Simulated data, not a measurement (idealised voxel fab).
process module | voxel quadruple lines
cross-section cut | 180 nm wide | cells 5 nm
A cross-section is a grid of square cells, given in bands from the top down. A band is one or more rows of cells.
Each band's line starts with the height of the band's top and of its bottom, in nm. Then come its materials from left to right, each with its width in nm. One material with "throughout" fills the band from edge to edge. "air" is empty space.
Height 0 is the level under which the wafer as received is all one material. The lowest band goes on downwards, as in "0 down".
A width such as "30 to 40" changes by the same amount from each row of cells to the next, from the band's top row to its bottom row.
"no change" after a step means that no cell of the cross-section changed.
closed voids: empty space of 8 cells or more with no open way to the top, each as width x height at its distance from the left edge, in nm
after a step's settings: what the simulator itself notes on the step
overlay nm, on a step with a mask: how far to the right of its planned place the mask lay; to the left if negative
plan
1 op RECEIVE | material Si
2 op CONFORMAL_DEP | material Al2O3 | thk nm 5
3 op DIRECTIONAL_DEP | material TiN | thk nm 10
4 op DIRECTIONAL_DEP | material polySi | thk nm 15
5 op DIRECTIONAL_DEP | material aC | thk nm 25
6 op PATTERN | tone cover | mask id MANDREL | material resist | width nm 25 | thk nm 35 | overlay nm 0
7 op DIRECTIONAL_ETCH | etch materials aC | depth nm 25
8 op STRIP | etch materials resist
9 op CONFORMAL_DEP | material SiO2 | thk nm 15
10 op DIRECTIONAL_ETCH | etch materials SiO2 | depth nm 15
11 op STRIP | etch materials aC
12 op DIRECTIONAL_ETCH | etch materials polySi | depth nm 15
13 op STRIP | etch materials SiO2
14 op CONFORMAL_DEP | material SiCN | thk nm 5
15 op DIRECTIONAL_ETCH | etch materials SiCN | depth nm 5
16 op STRIP | etch materials polySi
17 op DIRECTIONAL_ETCH | etch materials TiN | depth nm 10
18 op STRIP | etch materials SiCN
as received, after step 1
  0 down: Si throughout
  closed voids: none
first wafer at the end, as planned
  15 to 5: air 55 | TiN 5 | air 15 | TiN 5 | air 15 | TiN 5 | air 15 | TiN 5 | air 60
  5 to 0: Al2O3 throughout
  0 down: Si throughout
  closed voids: none
second wafer at the end: like start, like plan, one mistake
  10 to 0: air 55 | TiN 5 | air 15 | TiN 5 | air 15 | TiN 5 | air 15 | TiN 5 | air 60
  0 down: Si throughout
  closed voids: none
what went wrong: step 2 was left out
at the end the second wafer has, in cells: 36 fewer of Al2O3
